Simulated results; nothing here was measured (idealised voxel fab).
You're looking at the process module voxel wiring stack.
The width of the displayed cross-section, cut, is 300 nm; its cells are square, with a size of 5 nm.
When this document writes out a cross-section, it uses a grid of square cells and lists it as bands, beginning at the top and moving down, with a band standing for one or more rows of cells. Band: top height; bottom height; in nm. Then, left to right: material with width in nm, for each material. "edge to edge": a single material spanning edge to edge. "air": empty space. For the purposes of this specification, 0 denotes the height below which the wafer in its as-received condition is composed wholly of one material, and the lowermost band, lacking a lower limit, extends downward without end, as expressed in "z 0 and below". Think of "30->40" as a width that walks from the first number to the second as you go down the band, top row to bottom row, taking equal-sized steps from row to row. No cell of the cross-section changed in a step that is given as "same as before". Entry "Voids, enclosed". Content: empty spaces with no open connection to the top, size 8 cells or greater. Each: width x height at distance. Distance: from left edge. Unit: nm. Anything after a step's settings on that line? It's the simulator's own note about the step. Each step line may optionally specify "overlay nm", which for a step with a mask gives the rightward distance between the mask's planned place and where it lay, a negative value indicating the leftward direction.
**Here's what the planned process steps look like**
1) RECEIVE [material Si]
2) CONFORMAL_DEP [material SiO2] [thk nm 15]
3) CONFORMAL_DEP [material SiCN] [thk nm 5]
4) DIRECTIONAL_DEP [material lowk] [thk nm 15]
5) DIRECTIONAL_DEP [material aC] [thk nm 10]
6) PATTERN [tone open] [mask id METAL_1] [material resist] [width nm 25] [pitch nm 40] [thk nm 30] [overlay nm 0]
7) DIRECTIONAL_ETCH [etch materials aC] [depth nm 10]
8) STRIP [etch materials resist]
9) DIRECTIONAL_ETCH [etch materials lowk] [depth nm 15]
10) DIRECTIONAL_ETCH [etch materials SiCN] [depth nm 5]
11) STRIP [etch materials aC]
12) CONFORMAL_DEP [material TiN] [thk nm 5]
13) FILL_DEP [material Ru] [thk nm 10]
14) CMP [height nm 35]
15) EPI [material Ru] [thk nm 5]
16) FILL_DEP [material SiCN] [thk nm 5]
17) DIRECTIONAL_DEP [material lowk] [thk nm 15]
18) DIRECTIONAL_DEP [material aC] [thk nm 10]
19) PATTERN [tone open] [mask id PLUG_1] [material resist] [width nm 15] [pitch nm 40] [thk nm 25] [overlay nm 0]
20) DIRECTIONAL_ETCH [etch materials aC] [depth nm 10]
21) STRIP [etch materials resist]
22) DIRECTIONAL_ETCH [etch materials lowk] [depth nm 15]
23) DIRECTIONAL_ETCH [etch materials SiCN] [depth nm 5]
24) STRIP [etch materials aC]
25) EPI [material Ru] [thk nm 10]
26) EPI [material Ru] [thk nm 10]
27) DIRECTIONAL_DEP [material TiN] [thk nm 5]
28) DIRECTIONAL_DEP [material W] [thk nm 20]
29) PATTERN [tone cover] [mask id METAL_2] [material resist] [width nm 25] [pitch nm 40] [thk nm 15] [overlay nm 0]
30) DIRECTIONAL_ETCH [etch materials W] [depth nm 20]
31) DIRECTIONAL_ETCH [etch materials TiN] [depth nm 5]
32) STRIP [etch materials resist]
33) FILL_DEP [material SiO2] [thk nm 5]
34) CMP [height nm 85]
35) CONFORMAL_DEP [material SiCN] [thk nm 5]
36) DIRECTIONAL_DEP [material SiO2] [thk nm 35]
37) DIRECTIONAL_DEP [material aC] [thk nm 15]
38) PATTERN [tone open] [mask id METAL_3] [material resist] [width nm 25] [pitch nm 40] [thk nm 35] [overlay nm 0]
39) DIRECTIONAL_ETCH [etch materials aC] [depth nm 15]
40) STRIP [etch materials resist]
41) DIRECTIONAL_ETCH [etch materials SiO2] [depth nm 20]
42) STRIP [etch materials aC]
43) PATTERN [tone open] [mask id METAL_3_HOLES] [material resist] [width nm 15] [thk nm 15] [overlay nm 0]
44) DIRECTIONAL_ETCH [etch materials SiO2] [depth nm 15]
45) DIRECTIONAL_ETCH [etch materials SiCN] [depth nm 5]
46) STRIP [etch materials resist]
47) CONFORMAL_DEP [material TiN] [thk nm 5]
48) FILL_DEP [material Ru] [thk nm 10]
49) CMP [height nm 125]
50) CONFORMAL_DEP [material SiCN] [thk nm 5]
51) DIRECTIONAL_DEP [material lowk] [thk nm 25]
52) PATTERN [tone open] [mask id METAL_4_HOLES] [material resist] [width nm 15] [pitch nm 40] [thk nm 20] [overlay nm 0]
53) DIRECTIONAL_ETCH [etch materials lowk] [depth nm 25]
54) STRIP [etch materials resist]
55) PATTERN [tone open] [mask id METAL_4] [material resist] [width nm 25] [pitch nm 40] [thk nm 20] [overlay nm 0]
56) DIRECTIONAL_ETCH [etch materials lowk] [depth nm 15]
57) DIRECTIONAL_ETCH [etch materials SiCN] [depth nm 5]
58) STRIP [etch materials resist]
59) CONFORMAL_DEP [material TiN] [thk nm 5]
60) FILL_DEP [material Cu] [thk nm 5]
61) CMP [height nm 155]
62) CONFORMAL_DEP [material SiCN] [thk nm 5]
**The first wafer of two, processed as planned**
**Cross-section of the incoming wafer, state after step 1**
  z 0 and below  Si edge to edge
  Voids, enclosed: none
**Cross-section of the wafer after step 2**
  z 15 to 0  SiO2 edge to edge
  Below 0, no change.
**Cross-section of the wafer after step 3**
  z 20 to 15  SiCN edge to edge
  Below 15, no change.
**Cross-section of the wafer after step 4**
  z 35 to 20  lowk edge to edge
  Below 20, no change.
**Cross-section of the wafer after step 5**
  z 45 to 35  aC edge to edge
  Below 35, no change.
**Cross-section of the wafer after step 6**
  z 75 to 45  resist (115) / air (25) / resist (15) / air (25) / resist (120)
  Below 45, no change.
**Cross-section of the wafer after step 7**
  z 65 to 45  resist (115) / air (25) / resist (15) / air (25) / resist (120)
  z 45 to 35  aC (115) / air (25) / aC (15) / air (25) / aC (120)
  Below 35, no change.
**Cross-section of the wafer after step 8**
  z 45 to 35  aC (115) / air (25) / aC (15) / air (25) / aC (120)
  Below 35, no change.
**Cross-section of the wafer after step 9**
  z 45 to 35  aC (115) / air (25) / aC (15) / air (25) / aC (120)
  z 35 to 20  lowk (115) / air (25) / lowk (15) / air (25) / lowk (120)
  Below 20, no change.
**Cross-section of the wafer after step 10**
  z 45 to 35  aC (115) / air (25) / aC (15) / air (25) / aC (120)
  z 35 to 20  lowk (115) / air (25) / lowk (15) / air (25) / lowk (120)
  z 20 to 15  SiCN (115) / air (25) / SiCN (15) / air (25) / SiCN (120)
  Below 15, no change.
**Cross-section of the wafer after step 11**
  z 35 to 20  lowk (115) / air (25) / lowk (15) / air (25) / lowk (120)
  Below 20, no change.
**Cross-section of the wafer after step 12**
  z 40 to 35  TiN (120) / air (15) / TiN (25) / air (15) / TiN (125)
  z 35 to 20  lowk (115) / TiN (5) / air (15) / TiN (5) / lowk (15) / TiN (5) / air (15) / TiN (5) / lowk (120)
  z 20 to 15  SiCN (115) / TiN (25) / SiCN (15) / TiN (25) / SiCN (120)
  Below 15, no change.
**Cross-section of the wafer after step 13**
  z 50 to 40  Ru edge to edge
  z 40 to 35  TiN (120) / Ru (15) / TiN (25) / Ru (15) / TiN (125)
  z 35 to 20  lowk (115) / TiN (5) / Ru (15) / TiN (5) / lowk (15) / TiN (5) / Ru (15) / TiN (5) / lowk (120)
  Below 20, no change.
**Cross-section of the wafer after step 14**
  z 35 to 20  lowk (115) / TiN (5) / Ru (15) / TiN (5) / lowk (15) / TiN (5) / Ru (15) / TiN (5) / lowk (120)
  Below 20, no change.
**Cross-section of the wafer after step 15**
  z 40 to 35  air (110) / Ru (35) / air (5) / Ru (35) / air (115)
  Below 35, no change.
**Cross-section of the wafer after step 16**
  z 45 to 40  SiCN edge to edge
  z 40 to 35  SiCN (110) / Ru (35) / SiCN (5) / Ru (35) / SiCN (115)
  Below 35, no change.
**Cross-section of the wafer after step 17**
  z 60 to 45  lowk edge to edge
  Below 45, no change.
**Cross-section of the wafer after step 18**
  z 70 to 60  aC edge to edge
  Below 60, no change.
**Cross-section of the wafer after step 19**
  z 95 to 70  resist (115) / air (15) / resist (25) / air (15) / resist (130)
  Below 70, no change.
**Cross-section of the wafer after step 20**
  z 85 to 70  resist (115) / air (15) / resist (25) / air (15) / resist (130)
  z 70 to 60  aC (115) / air (15) / aC (25) / air (15) / aC (130)
  Below 60, no change.
**Cross-section of the wafer after step 21**
  z 70 to 60  aC (115) / air (15) / aC (25) / air (15) / aC (130)
  Below 60, no change.
**Cross-section of the wafer after step 22**
  z 70 to 60  aC (115) / air (15) / aC (25) / air (15) / aC (130)
  z 60 to 45  lowk (115) / air (15) / lowk (25) / air (15) / lowk (130)
  Below 45, no change.
**Cross-section of the wafer after step 23**
  z 70 to 60  aC (115) / air (15) / aC (25) / air (15) / aC (130)
  z 60 to 45  lowk (115) / air (15) / lowk (25) / air (15) / lowk (130)
  z 45 to 40  SiCN (115) / air (15) / SiCN (25) / air (15) / SiCN (130)
  Below 40, no change.
**Cross-section of the wafer after step 24**
  z 60 to 45  lowk (115) / air (15) / lowk (25) / air (15) / lowk (130)
  Below 45, no change.
**Cross-section of the wafer after step 25**
  z 60 to 50  lowk (115) / air (15) / lowk (25) / air (15) / lowk (130)
  z 50 to 45  lowk (115) / Ru (15) / lowk (25) / Ru (15) / lowk (130)
  z 45 to 35  SiCN (115->110) / Ru (15->35) / SiCN (25->5) / Ru (15->35) / SiCN (130->115)
  Below 35, no change.
**Cross-section of the wafer after step 26**
  z 60 to 45  lowk (115) / Ru (15) / lowk (25) / Ru (15) / lowk (130)
  Below 45, no change.
**Cross-section of the wafer after step 27**
  z 65 to 60  TiN edge to edge
  Below 60, no change.
**Cross-section of the wafer after step 28**
  z 85 to 65  W edge to edge
  Below 65, no change.
**Cross-section of the wafer after step 29**
  z 100 to 85  air (115) / resist (25) / air (15) / resist (25) / air (120)
  Below 85, no change.
**Cross-section of the wafer after step 30**
  z 100 to 85  air (115) / resist (25) / air (15) / resist (25) / air (120)
  z 85 to 65  air (115) / W (25) / air (15) / W (25) / air (120)
  Below 65, no change.
**Cross-section of the wafer after step 31**
  z 100 to 85  air (115) / resist (25) / air (15) / resist (25) / air (120)
  z 85 to 65  air (115) / W (25) / air (15) / W (25) / air (120)
  z 65 to 60  air (115) / TiN (25) / air (15) / TiN (25) / air (120)
  Below 60, no change.
**Cross-section of the wafer after step 32**
  z 85 to 65  air (115) / W (25) / air (15) / W (25) / air (120)
  Below 65, no change.
**Cross-section of the wafer after step 33**
  z 90 to 85  SiO2 edge to edge
  z 85 to 65  SiO2 (115) / W (25) / SiO2 (15) / W (25) / SiO2 (120)
  z 65 to 60  SiO2 (115) / TiN (25) / SiO2 (15) / TiN (25) / SiO2 (120)
  Below 60, no change.
**Cross-section of the wafer after step 34**
  z 85 to 65  SiO2 (115) / W (25) / SiO2 (15) / W (25) / SiO2 (120)
  Below 65, no change.
**Cross-section of the wafer after step 35**
  z 90 to 85  SiCN edge to edge
  Below 85, no change.
**Cross-section of the wafer after step 36**
  z 125 to 90  SiO2 edge to edge
  Below 90, no change.
**Cross-section of the wafer after step 37**
  z 140 to 125  aC edge to edge
  Below 125, no change.
**Cross-section of the wafer after step 38**
  z 175 to 140  resist (115) / air (25) / resist (15) / air (25) / resist (120)
  Below 140, no change.
**Cross-section of the wafer after step 39**
  z 160 to 140  resist (115) / air (25) / resist (15) / air (25) / resist (120)
  z 140 to 125  aC (115) / air (25) / aC (15) / air (25) / aC (120)
  Below 125, no change.
**Cross-section of the wafer after step 40**
  z 140 to 125  aC (115) / air (25) / aC (15) / air (25) / aC (120)
  Below 125, no change.
**Cross-section of the wafer after step 41**
  z 140 to 125  aC (115) / air (25) / aC (15) / air (25) / aC (120)
  z 125 to 105  SiO2 (115) / air (25) / SiO2 (15) / air (25) / SiO2 (120)
  Below 105, no change.
**Cross-section of the wafer after step 42**
  z 125 to 105  SiO2 (115) / air (25) / SiO2 (15) / air (25) / SiO2 (120)
  Below 105, no change.
**Cross-section of the wafer after step 43**
  z 140 to 125  resist (115) / air (15) / resist (170)
  z 125 to 105  SiO2 (115) / air (15) / resist (10) / SiO2 (15) / resist (25) / SiO2 (120)
  Below 105, no change.
**Cross-section of the wafer after step 44**
  z 140 to 125  resist (115) / air (15) / resist (170)
  z 125 to 105  SiO2 (115) / air (15) / resist (10) / SiO2 (15) / resist (25) / SiO2 (120)
  z 105 to 90  SiO2 (115) / air (15) / SiO2 (170)
  Below 90, no change.
**Cross-section of the wafer after step 45**
  z 140 to 125  resist (115) / air (15) / resist (170)
  z 125 to 105  SiO2 (115) / air (15) / resist (10) / SiO2 (15) / resist (25) / SiO2 (120)
  z 105 to 90  SiO2 (115) / air (15) / SiO2 (170)
  z 90 to 85  SiCN (115) / air (15) / SiCN (170)
  Below 85, no change.
**Cross-section of the wafer after step 46**
  z 125 to 105  SiO2 (115) / air (25) / SiO2 (15) / air (25) / SiO2 (120)
  Below 105, no change.
**Cross-section of the wafer after step 47**
  z 130 to 125  TiN (120) / air (15) / TiN (25) / air (15) / TiN (125)
  z 125 to 110  SiO2 (115) / TiN (5) / air (15) / TiN (5) / SiO2 (15) / TiN (5) / air (15) / TiN (5) / SiO2 (120)
  z 110 to 105  SiO2 (115) / TiN (5) / air (5) / TiN (15) / SiO2 (15) / TiN (25) / SiO2 (120)
  z 105 to 90  SiO2 (115) / TiN (5) / air (5) / TiN (5) / SiO2 (170)
  z 90 to 85  SiCN (115) / TiN (15) / SiCN (170)
  Below 85, no change.
**Cross-section of the wafer after step 48**
  z 140 to 130  Ru edge to edge
  z 130 to 125  TiN (120) / Ru (15) / TiN (25) / Ru (15) / TiN (125)
  z 125 to 110  SiO2 (115) / TiN (5) / Ru (15) / TiN (5) / SiO2 (15) / TiN (5) / Ru (15) / TiN (5) / SiO2 (120)
  z 110 to 105  SiO2 (115) / TiN (5) / Ru (5) / TiN (15) / SiO2 (15) / TiN (25) / SiO2 (120)
  z 105 to 90  SiO2 (115) / TiN (5) / Ru (5) / TiN (5) / SiO2 (170)
  Below 90, no change.
**Cross-section of the wafer after step 49**
  z 125 to 110  SiO2 (115) / TiN (5) / Ru (15) / TiN (5) / SiO2 (15) / TiN (5) / Ru (15) / TiN (5) / SiO2 (120)
  Below 110, no change.
**Cross-section of the wafer after step 50**
  z 130 to 125  SiCN edge to edge
  Below 125, no change.
**Cross-section of the wafer after step 51**
  z 155 to 130  lowk edge to edge
  Below 130, no change.
**Cross-section of the wafer after step 52**
  z 175 to 155  resist (115) / air (15) / resist (25) / air (15) / resist (130)
  Below 155, no change.
**Cross-section of the wafer after step 53**
  z 175 to 155  resist (115) / air (15) / resist (25) / air (15) / resist (130)
  z 155 to 130  lowk (115) / air (15) / lowk (25) / air (15) / lowk (130)
  Below 130, no change.
**Cross-section of the wafer after step 54**
  z 155 to 130  lowk (115) / air (15) / lowk (25) / air (15) / lowk (130)
  Below 130, no change.
**Cross-section of the wafer after step 55**
  z 175 to 155  resist (115) / air (25) / resist (15) / air (25) / resist (120)
  Below 155, no change.
**Cross-section of the wafer after step 56**
  z 175 to 155  resist (115) / air (25) / resist (15) / air (25) / resist (120)
  z 155 to 140  lowk (115) / air (25) / lowk (15) / air (25) / lowk (120)
  Below 140, no change.
**Cross-section of the wafer after step 57**
  z 175 to 155  resist (115) / air (25) / resist (15) / air (25) / resist (120)
  z 155 to 140  lowk (115) / air (25) / lowk (15) / air (25) / lowk (120)
  z 140 to 130  lowk (115) / air (15) / lowk (25) / air (15) / lowk (130)
  z 130 to 125  SiCN (115) / air (15) / SiCN (25) / air (15) / SiCN (130)
  Below 125, no change.
**Cross-section of the wafer after step 58**
  z 155 to 140  lowk (115) / air (25) / lowk (15) / air (25) / lowk (120)
  Below 140, no change.
**Cross-section of the wafer after step 59**
  z 160 to 155  TiN (120) / air (15) / TiN (25) / air (15) / TiN (125)
  z 155 to 145  lowk (115) / TiN (5) / air (15) / TiN (5) / lowk (15) / TiN (5) / air (15) / TiN (5) / lowk (120)
  z 145 to 140  lowk (115) / TiN (5) / air (5) / TiN (15) / lowk (15) / TiN (5) / air (5) / TiN (15) / lowk (120)
  z 140 to 130  lowk (115) / TiN (5) / air (5) / TiN (5) / lowk (25) / TiN (5) / air (5) / TiN (5) / lowk (130)
  z 130 to 125  SiCN (115) / TiN (15) / SiCN (25) / TiN (15) / SiCN (130)
  Below 125, no change.
**Cross-section of the wafer after step 60**
  z 165 to 160  Cu edge to edge
  z 160 to 155  TiN (120) / Cu (15) / TiN (25) / Cu (15) / TiN (125)
  z 155 to 145  lowk (115) / TiN (5) / Cu (15) / TiN (5) / lowk (15) / TiN (5) / Cu (15) / TiN (5) / lowk (120)
  z 145 to 140  lowk (115) / TiN (5) / Cu (5) / TiN (15) / lowk (15) / TiN (5) / Cu (5) / TiN (15) / lowk (120)
  z 140 to 130  lowk (115) / TiN (5) / Cu (5) / TiN (5) / lowk (25) / TiN (5) / Cu (5) / TiN (5) / lowk (130)
  Below 130, no change.
**Cross-section of the wafer after step 61**
  z 155 to 145  lowk (115) / TiN (5) / Cu (15) / TiN (5) / lowk (15) / TiN (5) / Cu (15) / TiN (5) / lowk (120)
  Below 145, no change.
**Cross-section of the wafer after step 62**
  z 160 to 155  SiCN edge to edge
  Below 155, no change.
**Second wafer: same start and same plan as the first, one execution error; identical to the first through step 40**
**Second wafer, cross-section, planned end of step 41**
  z 140 to 125  aC (115) / air (25) / aC (15) / air (25) / aC (120)
  z 125 to 90  SiO2 (115) / air (25) / SiO2 (15) / air (25) / SiO2 (120)
  Below 90, no change.
**Second wafer, cross-section, planned end of step 42**
  z 125 to 90  SiO2 (115) / air (25) / SiO2 (15) / air (25) / SiO2 (120)
  Below 90, no change.
**Second wafer, cross-section, planned end of step 43**
  z 140 to 125  resist (115) / air (15) / resist (170)
  z 125 to 90  SiO2 (115) / air (15) / resist (10) / SiO2 (15) / resist (25) / SiO2 (120)
  Below 90, no change.
Second wafer, cross-section, planned end of step 44: same as before
**Second wafer, cross-section, planned end of step 45**
  z 140 to 125  resist (115) / air (15) / resist (170)
  z 125 to 90  SiO2 (115) / air (15) / resist (10) / SiO2 (15) / resist (25) / SiO2 (120)
  z 90 to 85  SiCN (115) / air (15) / SiCN (170)
  Below 85, no change.
**Second wafer, cross-section, planned end of step 46**
  z 125 to 90  SiO2 (115) / air (25) / SiO2 (15) / air (25) / SiO2 (120)
  Below 90, no change.
**Second wafer, cross-section, planned end of step 47**
  z 130 to 125  TiN (120) / air (15) / TiN (25) / air (15) / TiN (125)
  z 125 to 95  SiO2 (115) / TiN (5) / air (15) / TiN (5) / SiO2 (15) / TiN (5) / air (15) / TiN (5) / SiO2 (120)
  z 95 to 90  SiO2 (115) / TiN (5) / air (5) / TiN (15) / SiO2 (15) / TiN (25) / SiO2 (120)
  z 90 to 85  SiCN (115) / TiN (15) / SiCN (170)
  Below 85, no change.
**Second wafer, cross-section, planned end of step 48**
  z 140 to 130  Ru edge to edge
  z 130 to 125  TiN (120) / Ru (15) / TiN (25) / Ru (15) / TiN (125)
  z 125 to 95  SiO2 (115) / TiN (5) / Ru (15) / TiN (5) / SiO2 (15) / TiN (5) / Ru (15) / TiN (5) / SiO2 (120)
  z 95 to 90  SiO2 (115) / TiN (5) / Ru (5) / TiN (15) / SiO2 (15) / TiN (25) / SiO2 (120)
  Below 90, no change.
**Second wafer, cross-section, planned end of step 49**
  z 125 to 95  SiO2 (115) / TiN (5) / Ru (15) / TiN (5) / SiO2 (15) / TiN (5) / Ru (15) / TiN (5) / SiO2 (120)
  Below 95, no change.
**Second wafer, cross-section, planned end of step 50**
  z 130 to 125  SiCN edge to edge
  Below 125, no change.
**Second wafer, cross-section, planned end of step 51**
  z 155 to 130  lowk edge to edge
  Below 130, no change.
**Second wafer, cross-section, planned end of step 52**
  z 175 to 155  resist (115) / air (15) / resist (25) / air (15) / resist (130)
  Below 155, no change.
**Second wafer, cross-section, planned end of step 53**
  z 175 to 155  resist (115) / air (15) / resist (25) / air (15) / resist (130)
  z 155 to 130  lowk (115) / air (15) / lowk (25) / air (15) / lowk (130)
  Below 130, no change.
**Second wafer, cross-section, planned end of step 54**
  z 155 to 130  lowk (115) / air (15) / lowk (25) / air (15) / lowk (130)
  Below 130, no change.
**Second wafer, cross-section, planned end of step 55**
  z 175 to 155  resist (115) / air (25) / resist (15) / air (25) / resist (120)
  Below 155, no change.
**Second wafer, cross-section, planned end of step 56**
  z 175 to 155  resist (115) / air (25) / resist (15) / air (25) / resist (120)
  z 155 to 140  lowk (115) / air (25) / lowk (15) / air (25) / lowk (120)
  Below 140, no change.
**Second wafer, cross-section, planned end of step 57**
  z 175 to 155  resist (115) / air (25) / resist (15) / air (25) / resist (120)
  z 155 to 140  lowk (115) / air (25) / lowk (15) / air (25) / lowk (120)
  z 140 to 130  lowk (115) / air (15) / lowk (25) / air (15) / lowk (130)
  z 130 to 125  SiCN (115) / air (15) / SiCN (25) / air (15) / SiCN (130)
  Below 125, no change.
**Second wafer, cross-section, planned end of step 58**
  z 155 to 140  lowk (115) / air (25) / lowk (15) / air (25) / lowk (120)
  Below 140, no change.
**Second wafer, cross-section, planned end of step 59**
  z 160 to 155  TiN (120) / air (15) / TiN (25) / air (15) / TiN (125)
  z 155 to 145  lowk (115) / TiN (5) / air (15) / TiN (5) / lowk (15) / TiN (5) / air (15) / TiN (5) / lowk (120)
  z 145 to 140  lowk (115) / TiN (5) / air (5) / TiN (15) / lowk (15) / TiN (5) / air (5) / TiN (15) / lowk (120)
  z 140 to 130  lowk (115) / TiN (5) / air (5) / TiN (5) / lowk (25) / TiN (5) / air (5) / TiN (5) / lowk (130)
  z 130 to 125  SiCN (115) / TiN (15) / SiCN (25) / TiN (15) / SiCN (130)
  Below 125, no change.
**Second wafer, cross-section, planned end of step 60**
  z 165 to 160  Cu edge to edge
  z 160 to 155  TiN (120) / Cu (15) / TiN (25) / Cu (15) / TiN (125)
  z 155 to 145  lowk (115) / TiN (5) / Cu (15) / TiN (5) / lowk (15) / TiN (5) / Cu (15) / TiN (5) / lowk (120)
  z 145 to 140  lowk (115) / TiN (5) / Cu (5) / TiN (15) / lowk (15) / TiN (5) / Cu (5) / TiN (15) / lowk (120)
  z 140 to 130  lowk (115) / TiN (5) / Cu (5) / TiN (5) / lowk (25) / TiN (5) / Cu (5) / TiN (5) / lowk (130)
  Below 130, no change.
**Second wafer, cross-section, planned end of step 61**
  z 155 to 145  lowk (115) / TiN (5) / Cu (15) / TiN (5) / lowk (15) / TiN (5) / Cu (15) / TiN (5) / lowk (120)
  Below 145, no change.
**Second wafer, cross-section, planned end of step 62**
  z 160 to 155  SiCN edge to edge
  Below 155, no change.
What was the processing mistake? plan step 41 was twice executed
The final cell counts differ between the wafers, with the second having more or fewer of some materials than the first: Ru: 15 more | SiO2: 21 fewer | TiN: 6 more
